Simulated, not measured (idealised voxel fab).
Process module heading - voxel transistor to metal
Cross-sectional view cut (width: 265 nm; square cell size: 5 nm).
The cross-sections in this document take the form of a grid made of square cells. They are written out as bands, in order from top to bottom. Each band consists of one or more rows of cells. Per band: top height and bottom height in nm, followed by the left-to-right materials and their widths in nm; "everywhere" marks a single material spanning edge to edge, "air" marks empty space. Height datum 0, below which the as-received substrate wafer is one material. Lowest band open at the bottom, running downward: "0..down". A width given as "30 to 40" starts at the first number in the band's top row and ends at the second number in its bottom row, shifting by an equal amount at every step from row to row. It should be understood that the words "remained unchanged", when stated for a given step, signify that the cross-section underwent no change in any of its cells during that step. Look at "Enclosed void inventory" for the closed voids: empty spaces with no open path to the top, sized 8 cells or up. Each is width x height at distance, distance from the left edge, all nm. On a step's line, text after the settings is the simulator commenting on that step. overlay nm: where the mask lay relative to plan, measured to the right, on steps with a mask; negatives go left.

Planned process steps:
1,RECEIVE with material Si
2,CONFORMAL_DEP with material SiO2, thk nm 5
3,CONFORMAL_DEP with material SiN, thk nm 15
4,MASKED_ETCH with tone cover, mask id ACTIVE, width nm 100, pitch nm 125, etch materials SiN, depth nm 15, overlay nm 0
5,MASKED_ETCH with tone cover, mask id ACTIVE, width nm 100, pitch nm 125, etch materials SiO2, depth nm 5, overlay nm 0
6,MASKED_ETCH with tone cover, mask id ACTIVE, width nm 100, pitch nm 125, etch materials Si, depth nm 35, overlay nm 0
7,OXIDIZE with depth nm 5
8,FILL_DEP with material SiO2, thk nm 5
9,CMP with height nm 20
10,SELECTIVE_ETCH with etch materials SiO2, depth nm 15
11,STRIP with etch materials SiN
12,SELECTIVE_ETCH with etch materials SiO2, depth nm 5
13,OXIDIZE with depth nm 5
14,DIRECTIONAL_DEP with material polySi, thk nm 20
15,DIRECTIONAL_DEP with material SiCN, thk nm 15
16,MASKED_ETCH with tone cover, mask id GATE, width nm 20, pitch nm 125, etch materials SiCN, depth nm 25, overlay nm 0
17,MASKED_ETCH with tone cover, mask id GATE, width nm 20, pitch nm 125, etch materials polySi, depth nm 30, overlay nm 0
18,CONFORMAL_DEP with material SiN, thk nm 10
19,DIRECTIONAL_ETCH with etch materials SiN, depth nm 10
20,DIRECTIONAL_ETCH with etch materials SiO2, depth nm 5
21,EPI with material pSi, thk nm 5
22,FILL_DEP with material SiO2, thk nm 5
23,CMP with height nm 35
24,DIRECTIONAL_DEP with material SiO2, thk nm 15
25,DIRECTIONAL_DEP with material aC, thk nm 10
26,PATTERN with tone open, mask id CONTACT, material resist, width nm 30, thk nm 25, overlay nm 0
27,DIRECTIONAL_ETCH with etch materials aC, depth nm 10
28,STRIP with etch materials resist
29,DIRECTIONAL_ETCH with etch materials SiO2, depth nm 50
30,STRIP with etch materials aC
31,CONFORMAL_DEP with material TiN, thk nm 5
32,FILL_DEP with material Ru, thk nm 10
33,CMP with height nm 50
34,DIRECTIONAL_DEP with material TiN, thk nm 5
35,DIRECTIONAL_DEP with material Ru, thk nm 20
36,PATTERN with tone cover, mask id METAL_1, material resist, width nm 15, thk nm 15, overlay nm 0
37,DIRECTIONAL_ETCH with etch materials Ru, depth nm 20
38,DIRECTIONAL_ETCH with etch materials TiN, depth nm 5
39,STRIP with etch materials resist
40,FILL_DEP with material SiO2, thk nm 5
41,CMP with height nm 75
42,CONFORMAL_DEP with material SiCN, thk nm 5
43,DIRECTIONAL_DEP with material SiO2, thk nm 35
44,DIRECTIONAL_DEP with material aC, thk nm 15
45,PATTERN with tone open, mask id METAL_2, material resist, width nm 15, pitch nm 125, thk nm 30, overlay nm 0
46,DIRECTIONAL_ETCH with etch materials aC, depth nm 15
47,STRIP with etch materials resist
48,DIRECTIONAL_ETCH with etch materials SiO2, depth nm 20
49,STRIP with etch materials aC
50,DIRECTIONAL_DEP with material aC, thk nm 10
51,PATTERN with tone open, mask id METAL_2_HOLES, material resist, width nm 15, pitch nm 125, thk nm 25, overlay nm 0
52,DIRECTIONAL_ETCH with etch materials aC, depth nm 10
53,STRIP with etch materials resist
54,DIRECTIONAL_ETCH with etch materials SiO2, depth nm 15
55,DIRECTIONAL_ETCH with etch materials SiCN, depth nm 5
56,STRIP with etch materials aC
57,CONFORMAL_DEP with material TiN, thk nm 5
58,FILL_DEP with material Cu, thk nm 10
59,CMP with height nm 115
60,CONFORMAL_DEP with material SiCN, thk nm 5

This is the cross-section of the wafer as we received it, i.e. after step 1:
0..down: Si everywhere
Enclosed void inventory: none

One mistake in running the module, otherwise start and plan as above: cross-section at the end:
120..115: SiCN everywhere
115..80: 25 nm SiO2, 5 nm TiN, 5 nm Cu, 5 nm TiN, 110 nm SiO2, 5 nm TiN, 5 nm Cu, 5 nm TiN, 100 nm SiO2
80..75: 25 nm SiCN, 15 nm TiN, 110 nm SiCN, 15 nm TiN, 100 nm SiCN
75..70: 25 nm SiO2, 15 nm Ru, 60 nm SiO2, 15 nm Ru, 35 nm SiO2, 15 nm Ru, 60 nm SiO2, 15 nm Ru, 25 nm SiO2
70..65: 25 nm SiO2, 15 nm TiN, 60 nm SiO2, 15 nm TiN, 35 nm SiO2, 15 nm TiN, 60 nm SiO2, 15 nm TiN, 25 nm SiO2
65..55: Ru everywhere
55..50: 30 nm TiN, 20 nm Ru, 40 nm TiN, 20 nm Ru, 45 nm TiN, 20 nm Ru, 40 nm TiN, 20 nm Ru, 30 nm TiN
50..40: 25 nm SiO2, 5 nm TiN, 20 nm Ru, 5 nm TiN, 30 nm SiO2, 5 nm TiN, 20 nm Ru, 5 nm TiN, 35 nm SiO2, 5 nm TiN, 20 nm Ru, 5 nm TiN, 30 nm SiO2, 5 nm TiN, 20 nm Ru, 5 nm TiN, 25 nm SiO2
40..35: 25 nm SiO2, 5 nm TiN, 15 nm Ru, 10 nm TiN, 30 nm SiO2, 10 nm TiN, 15 nm Ru, 5 nm TiN, 35 nm SiO2, 5 nm TiN, 15 nm Ru, 10 nm TiN, 30 nm SiO2, 10 nm TiN, 15 nm Ru, 5 nm TiN, 25 nm SiO2
35..20: 25 nm SiO2, 5 nm TiN, 15 nm Ru, 5 nm TiN, 10 nm SiN, 20 nm SiCN, 10 nm SiN, 5 nm TiN, 15 nm Ru, 5 nm TiN, 35 nm SiO2, 5 nm TiN, 15 nm Ru, 5 nm TiN, 10 nm SiN, 20 nm SiCN, 10 nm SiN, 5 nm TiN, 15 nm Ru, 5 nm TiN, 25 nm SiO2
20..5: 25 nm SiO2, 5 nm TiN, 15 nm Ru, 5 nm TiN, 10 nm SiN, 20 nm polySi, 10 nm SiN, 5 nm TiN, 15 nm Ru, 5 nm TiN, 35 nm SiO2, 5 nm TiN, 15 nm Ru, 5 nm TiN, 10 nm SiN, 20 nm polySi, 10 nm SiN, 5 nm TiN, 15 nm Ru, 5 nm TiN, 25 nm SiO2
5..0: 25 nm SiO2, 25 nm TiN, 10 nm SiN, 20 nm polySi, 10 nm SiN, 25 nm TiN, 35 nm SiO2, 25 nm TiN, 10 nm SiN, 20 nm polySi, 10 nm SiN, 25 nm TiN, 25 nm SiO2
0..-5: 20 nm SiO2, 30 nm pSi, 40 nm SiO2, 30 nm pSi, 25 nm SiO2, 30 nm pSi, 40 nm SiO2, 30 nm pSi, 20 nm SiO2
-5..-40: 25 nm SiO2, 90 nm Si, 35 nm SiO2, 90 nm Si, 25 nm SiO2
-40..down: Si everywhere
Enclosed void inventory: none
Processing error: step 33 of the plan got skipped, so it never ran
